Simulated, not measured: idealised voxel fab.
The process module that follows is named voxel transistor to metal.
The width of the displayed cross-section, cut, is 210 nm; its cells are square, with a size of 5 nm.
We lay out every cross-section as a grid of square cells and spell it out in bands from the top down, where one band means one or more rows of cells.
Top height, bottom height, nm. Materials left to right, width each, nm. Single material + "edge to edge" = fills band edge to edge. "air" = empty.
Height datum 0, below which the as-received substrate wafer is one material. Lowest band open at the bottom, running downward: "from 0 down".
Graded width ("30..40"): value in top row of band = first number; value in bottom row = second number; row-to-row change constant.
For the purposes of this document, the phrase "no modification" attached to a step denotes that no cell within the cross-section was modified by that step.
The entry titled "Enclosed voids" provides the empty spaces that have no open way to the top, restricted to those of 8 cells or more. Each is presented as width x height at distance, the distance being measured from the left edge, with all three in nm.
Formally, on a step line, whatever follows the settings is a remark that the simulator itself makes on the step.
The setting "overlay nm" may be written on the line of a step. When the step uses a mask, the value reports how far to the right of the planned place the mask lay, and a negative value reports that it lay to the left.

**The planned process steps are enumerated hereunder**
1) RECEIVE: material Si
2) OXIDIZE: depth nm 5
3) CONFORMAL_DEP: material SiN, thk nm 15
4) MASKED_ETCH: tone cover, mask id ACTIVE, width nm 115, etch materials SiN, depth nm 15, overlay nm 0
5) MASKED_ETCH: tone cover, mask id ACTIVE, width nm 115, etch materials SiO2, depth nm 5, overlay nm 0
6) MASKED_ETCH: tone cover, mask id ACTIVE, width nm 115, etch materials Si, depth nm 25, overlay nm 0
7) OXIDIZE: depth nm 5
8) FILL_DEP: material SiO2, thk nm 15
9) CMP: height nm 15
10) SELECTIVE_ETCH: etch materials SiO2, depth nm 10
11) STRIP: etch materials SiN
12) SELECTIVE_ETCH: etch materials SiO2, depth nm 5
13) OXIDIZE: depth nm 5
14) DIRECTIONAL_DEP: material polySi, thk nm 25
15) DIRECTIONAL_DEP: material SiCN, thk nm 10
16) DIRECTIONAL_DEP: material aC, thk nm 10
17) PATTERN: tone cover, mask id GATE, material resist, width nm 15, thk nm 25, overlay nm 0
18) DIRECTIONAL_ETCH: etch materials aC, depth nm 10
19) STRIP: etch materials resist
20) DIRECTIONAL_ETCH: etch materials SiCN, depth nm 20
21) DIRECTIONAL_ETCH: etch materials polySi, depth nm 35
22) STRIP: etch materials aC
23) CONFORMAL_DEP: material SiN, thk nm 10
24) DIRECTIONAL_ETCH: etch materials SiN, depth nm 10
25) DIRECTIONAL_ETCH: etch materials SiO2, depth nm 5
26) DIRECTIONAL_ETCH: etch materials Si, depth nm 10
27) EPI: material nSi, thk nm 15
28) FILL_DEP: material SiO2, thk nm 5
29) CMP: height nm 30
30) DIRECTIONAL_DEP: material SiO2, thk nm 15
31) DIRECTIONAL_DEP: material aC, thk nm 10
32) PATTERN: tone open, mask id CONTACT, material resist, width nm 20, pitch nm 75, thk nm 30, overlay nm 0
33) DIRECTIONAL_ETCH: etch materials aC, depth nm 10
34) STRIP: etch materials resist
35) DIRECTIONAL_ETCH: etch materials SiO2, depth nm 50
36) STRIP: etch materials aC
37) CONFORMAL_DEP: material TiN, thk nm 5
38) FILL_DEP: material W, thk nm 5
39) CMP: height nm 45
40) CONFORMAL_DEP: material SiCN, thk nm 5
41) DIRECTIONAL_DEP: material lowk, thk nm 25
42) PATTERN: tone open, mask id METAL_1, material resist, width nm 20, pitch nm 75, thk nm 15, overlay nm 0
43) DIRECTIONAL_ETCH: etch materials lowk, depth nm 25
44) DIRECTIONAL_ETCH: etch materials SiCN, depth nm 5
45) STRIP: etch materials resist
46) CONFORMAL_DEP: material TiN, thk nm 5
47) FILL_DEP: material Ru, thk nm 10
48) CMP: height nm 75
49) CONFORMAL_DEP: material SiN, thk nm 5

**Wafer at receipt (post step 1), cross-section**
* from 0 down  Si edge to edge
* Enclosed voids: none

**Wafer cross-section at end of module: start and plan as shown above, one execution error**
* from 80 to 75  SiN edge to edge
* from 75 to 50  lowk=55 | TiN=5 | Ru=10 | TiN=5 | lowk=55 | TiN=5 | Ru=10 | TiN=5 | lowk=60
* from 50 to 45  SiCN=55 | TiN=20 | SiCN=55 | TiN=20 | SiCN=60
* from 45 to 25  SiO2=55 | TiN=5 | W=10 | TiN=5 | SiO2=55 | TiN=5 | W=10 | TiN=5 | SiO2=60
* from 25 to 15  SiO2=55 | TiN=5 | W=10 | TiN=5 | SiO2=10 | SiN=10 | SiCN=15 | SiN=10 | SiO2=10 | TiN=5 | W=10 | TiN=5 | SiO2=60
* from 15 to 5  SiO2=55 | TiN=5 | W=10..5 | TiN=5..10 | SiO2=10 | SiN=10 | polySi=15 | SiN=10 | SiO2=10 | TiN=5..10 | W=10..5 | TiN=5 | SiO2=60
* from 5 to 0  SiO2=55 | TiN=5 | W=5 | TiN=5 | nSi=15 | SiN=10 | polySi=15 | SiN=10 | nSi=15 | TiN=5 | W=5 | TiN=5 | SiO2=60
* from 0 to -5  SiO2=40 | SiN=10 | SiO2=5 | TiN=15 | nSi=15 | SiN=10 | polySi=15 | SiN=10 | nSi=15 | TiN=15 | SiO2=5 | SiN=10 | SiO2=45
* from -5 to -10  SiO2=50 | nSi=35 | SiO2=35 | nSi=35 | SiO2=55
* from -10 to -20  SiO2=50 | nSi=35 | Si=35 | nSi=35 | SiO2=55
* from -20 to -35  SiO2=50 | Si=105 | SiO2=55
* from -35 down  Si edge to edge
* Enclosed voids: none
Run error: step 14 was processed under conditions differing from the plan, specifically as DIRECTIONAL_DEP: material polySi, thk nm 20
